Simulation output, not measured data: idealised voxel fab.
Process module under the name voxel ribs on slabs
We display cut, a cross-section 195 nm in width whose square cells are each 5 nm.
Cross-section = grid of square cells, listed top down in bands; band = one or more rows.
Band entry format. Leading values: height of top, height of bottom, nm. Remainder: materials in left-to-right order, each with its width in nm. Special words: "all across" on a single material, which then fills the band edge to edge; "air", empty space.
Height is counted from the level 0, under which the received wafer is composed throughout of one material. The lowest of the bands is not closed at the bottom but continues downward, in the notation "0..down".
A width given as "30->40" starts at the first number in the band's top row and ends at the second number in its bottom row, shifting by an equal amount at every step from row to row.
Step note "same as before" = no cross-section cell changed.
Each empty space that has no open way to the top and spans at least 8 cells appears under "Enclosed cavity list" as width x height at distance, the distance counted from the left edge, all in nm.
If you see something after the settings on a step's line, that's the simulator's own remark about that step.
overlay nm: mask right of planned place by this much (step with mask). Neg. = left.

-- plan
1: RECEIVE [material Si]
2: DIRECTIONAL_DEP [material SiO2] [thk nm 20]
3: DIRECTIONAL_DEP [material SiN] [thk nm 25]
4: MASKED_ETCH [tone cover] [mask id RIB] [width nm 15] [etch materials SiN] [depth nm 5] [overlay nm 0]
5: PATTERN [tone cover] [mask id SLAB] [material resist] [width nm 55] [thk nm 15] [overlay nm 0]
6: DIRECTIONAL_ETCH [etch materials SiN] [depth nm 20]
7: STRIP [etch materials resist]
8: FILL_DEP [material SiO2] [thk nm 30]
9: CMP [height nm 65]
10: DIRECTIONAL_DEP [material W] [thk nm 10]
11: DIRECTIONAL_DEP [material aC] [thk nm 10]
12: PATTERN [tone cover] [mask id HEATER] [material resist] [width nm 25] [thk nm 25] [overlay nm 0]
13: DIRECTIONAL_ETCH [etch materials aC] [depth nm 10]
14: STRIP [etch materials resist]
15: DIRECTIONAL_ETCH [etch materials W] [depth nm 10]
16: STRIP [etch materials aC]
17: CONFORMAL_DEP [material SiN] [thk nm 10]

-- Cross-section: wafer on arrival = after step 1
  0..down | Si all across
  Enclosed cavity list: none

-- Here's the wafer cut in cross-section after the module, started and planned just like above, except one thing was done wrong in the run
  85..75 | 75 air, then 45 SiN, then 75 air
  75..65 | 85 SiN, then 25 W, then 85 SiN
  65..20 | SiN all across
  20..0 | SiO2 all across
  0..down | Si all across
  Enclosed cavity list: none
Against the plan, the run slipped here: off-plan run, step 8, actual operation and settings FILL_DEP [material SiN] [thk nm 30]
